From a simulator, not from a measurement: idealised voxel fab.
Documented hereafter: the process module known as voxel released beams.
Section cut is 255 nm wide and gridded with 5 nm square cells.
In what follows, cross-sections appear as grids of square cells, described through bands that run from the top down, where every band is one or more rows of cells. Basically the band line says how high the top is and how high the bottom is, in nm, and then what's in it from left to right, every material with its width in nm. Empty space shows up as "air", and if a single material carries "everywhere" it runs the full band edge to edge. Where do heights start? At 0: under that level the wafer as delivered is made of one material only. And the lowest band has no floor; it just carries on downward, as in "top 0, no bottom". Width "30..40": first value at the band's top row of cells, second value at its bottom row, equal change from row to row. When a step is marked "no change occurred", none of the cells in the cross-section changed during that step. Closed-off voids of 8+ cells (no open route to the top) go in "Enclosed empty spaces", written width x height at distance from the left edge, in nm. Formally, on a step line, whatever follows the settings is a remark that the simulator itself makes on the step. overlay nm: where the mask lay relative to plan, measured to the right, on steps with a mask; negatives go left.
### This section lists the process steps that were planned
- 1: RECEIVE (material Si)
- 2: CONFORMAL_DEP (material Al2O3; thk nm 10)
- 3: DIRECTIONAL_DEP (material SiO2; thk nm 15)
- 4: PATTERN (tone open; mask id ANCHOR; material resist; width nm 35; thk nm 15; overlay nm 0)
- 5: DIRECTIONAL_ETCH (etch materials SiO2; depth nm 15)
- 6: STRIP (etch materials resist)
- 7: CONFORMAL_DEP (material polySi; thk nm 10)
- 8: PATTERN (tone cover; mask id BEAM; material resist; width nm 120; thk nm 15; overlay nm 0)
- 9: DIRECTIONAL_ETCH (etch materials polySi; depth nm 10)
- 10: STRIP (etch materials resist)
- 11: STRIP (etch materials SiO2)
### Cross-section of the incoming wafer, state after step 1
* top 0, no bottom | Si everywhere
* Enclosed empty spaces: none
### First of two wafers at the end of the module, shown in cross-section; run carried out as planned
* top 35, bottom 25 | 65 air; 15 polySi; 15 air; 90 polySi; 70 air
* top 25, bottom 20 | 70 air; 10 polySi; 15 air; 10 polySi; 150 air
* top 20, bottom 10 | 70 air; 35 polySi; 150 air
* top 10, bottom 0 | Al2O3 everywhere
* top 0, no bottom | Si everywhere
* Enclosed empty spaces: none
### Cross-section of the latter of the two wafers at module completion. It had an identical start and an identical plan to the former; in running it, one mistake was made
* top 35, bottom 25 | 65 air; 25 polySi; 15 air; 80 polySi; 70 air
* top 25, bottom 20 | 80 air; 10 polySi; 15 air; 10 polySi; 140 air
* top 20, bottom 10 | 80 air; 35 polySi; 140 air
* top 10, bottom 0 | Al2O3 everywhere
* top 0, no bottom | Si everywhere
* Enclosed empty spaces: none
Where did the run depart from the plan? step 4 off recipe, ran as PATTERN (tone open; mask id ANCHOR; material resist; width nm 35; thk nm 15; overlay nm 10)
The concluding comparison shows that, measured in cells, each material is equally abundant on both wafers, albeit at different positions.
